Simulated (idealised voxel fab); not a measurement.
This section sets out a process module, namely voxel gate over fins.
It is cross-section cut that appears here, measuring 230 nm in width, its square cells being 5 nm in size.
Format of a cross-section: grid, square cells. Given as bands. Order: top down. Band: one or more rows of cells.
Each band's line starts with the height of the band's top and of its bottom, in nm. Then come its materials from left to right, each with its width in nm. One material with "everywhere" fills the band from edge to edge. "air" is empty space.
The reference from which all heights are counted is 0, the level beneath which the as-received wafer is entirely one material; the lowest band, having no lower bound, proceeds downward and is written after the example "0..down".
Width spec "30..40" -> top row of cells at first value, bottom row at second value, equal per-row change in between.
Step note "left unchanged" = no cross-section cell changed.
Entry "Listed closed voids". Content: empty spaces with no open connection to the top, size 8 cells or greater. Each: width x height at distance. Distance: from left edge. Unit: nm.
Text after the settings on a step's line: the simulator's own remark on that step.
"overlay nm" denotes, for a step that has a mask, the displacement of the mask to the right of its planned place, with negative values corresponding to the left.

Steps planned for the process:
- 1: RECEIVE | material Si
- 2: CONFORMAL_DEP | material SiN | thk nm 5
- 3: DIRECTIONAL_DEP | material aC | thk nm 10
- 4: PATTERN | tone cover | mask id FINS | material resist | width nm 15 | pitch nm 45 | thk nm 25 | overlay nm 0
- 5: DIRECTIONAL_ETCH | etch materials aC | depth nm 10
- 6: STRIP | etch materials resist
- 7: DIRECTIONAL_ETCH | etch materials SiN | depth nm 5
- 8: DIRECTIONAL_ETCH | etch materials Si | depth nm 35
- 9: STRIP | etch materials aC
- 10: OXIDIZE | depth nm 5
- 11: FILL_DEP | material SiO2 | thk nm 15
- 12: CMP | height nm 5
- 13: SELECTIVE_ETCH | etch materials SiO2 | depth nm 20
- 14: STRIP | etch materials SiN
- 15: CONFORMAL_DEP | material HfO2 | thk nm 5
- 16: CONFORMAL_DEP | material TiN | thk nm 5
- 17: FILL_DEP | material W | thk nm 15
- 18: CMP | height nm 20
- 19: CONFORMAL_DEP | material SiN | thk nm 5

Cross-section, incoming material, after step 1:
0..down: Si everywhere
Listed closed voids: none

Wafer cross-section at module end: first of two, run to plan:
25..20: SiN everywhere
20..10: W everywhere
10..5: 55 nm W; 25 nm TiN; 20 nm W; 25 nm TiN; 20 nm W; 25 nm TiN; 60 nm W
5..0: 55 nm W; 5 nm TiN; 15 nm HfO2; 5 nm TiN; 20 nm W; 5 nm TiN; 15 nm HfO2; 5 nm TiN; 20 nm W; 5 nm TiN; 15 nm HfO2; 5 nm TiN; 60 nm W
0..-5: 55 nm W; 5 nm TiN; 5 nm HfO2; 5 nm Si; 5 nm HfO2; 5 nm TiN; 20 nm W; 5 nm TiN; 5 nm HfO2; 5 nm Si; 5 nm HfO2; 5 nm TiN; 20 nm W; 5 nm TiN; 5 nm HfO2; 5 nm Si; 5 nm HfO2; 5 nm TiN; 60 nm W
-5..-10: 60 nm TiN; 5 nm HfO2; 5 nm Si; 5 nm HfO2; 30 nm TiN; 5 nm HfO2; 5 nm Si; 5 nm HfO2; 30 nm TiN; 5 nm HfO2; 5 nm Si; 5 nm HfO2; 65 nm TiN
-10..-15: 65 nm HfO2; 5 nm Si; 40 nm HfO2; 5 nm Si; 40 nm HfO2; 5 nm Si; 70 nm HfO2
-15..-40: 65 nm SiO2; 5 nm Si; 40 nm SiO2; 5 nm Si; 40 nm SiO2; 5 nm Si; 70 nm SiO2
-40..down: Si everywhere
Listed closed voids: none

second wafer at the end: like start, like plan, one mistake:
25..10: W everywhere
10..5: 55 nm W; 25 nm TiN; 20 nm W; 25 nm TiN; 20 nm W; 25 nm TiN; 60 nm W
5..0: 55 nm W; 5 nm TiN; 15 nm HfO2; 5 nm TiN; 20 nm W; 5 nm TiN; 15 nm HfO2; 5 nm TiN; 20 nm W; 5 nm TiN; 15 nm HfO2; 5 nm TiN; 60 nm W
0..-5: 55 nm W; 5 nm TiN; 5 nm HfO2; 5 nm Si; 5 nm HfO2; 5 nm TiN; 20 nm W; 5 nm TiN; 5 nm HfO2; 5 nm Si; 5 nm HfO2; 5 nm TiN; 20 nm W; 5 nm TiN; 5 nm HfO2; 5 nm Si; 5 nm HfO2; 5 nm TiN; 60 nm W
-5..-10: 60 nm TiN; 5 nm HfO2; 5 nm Si; 5 nm HfO2; 30 nm TiN; 5 nm HfO2; 5 nm Si; 5 nm HfO2; 30 nm TiN; 5 nm HfO2; 5 nm Si; 5 nm HfO2; 65 nm TiN
-10..-15: 65 nm HfO2; 5 nm Si; 40 nm HfO2; 5 nm Si; 40 nm HfO2; 5 nm Si; 70 nm HfO2
-15..-40: 65 nm SiO2; 5 nm Si; 40 nm SiO2; 5 nm Si; 40 nm SiO2; 5 nm Si; 70 nm SiO2
-40..down: Si everywhere
Listed closed voids: none
Finding, execution versus plan: step 19 was not run as planned; what actually ran was CONFORMAL_DEP | material W | thk nm 5
Materials where the second wafer ends with more or fewer cells than the first: 46 fewer of SiN; 46 more of W
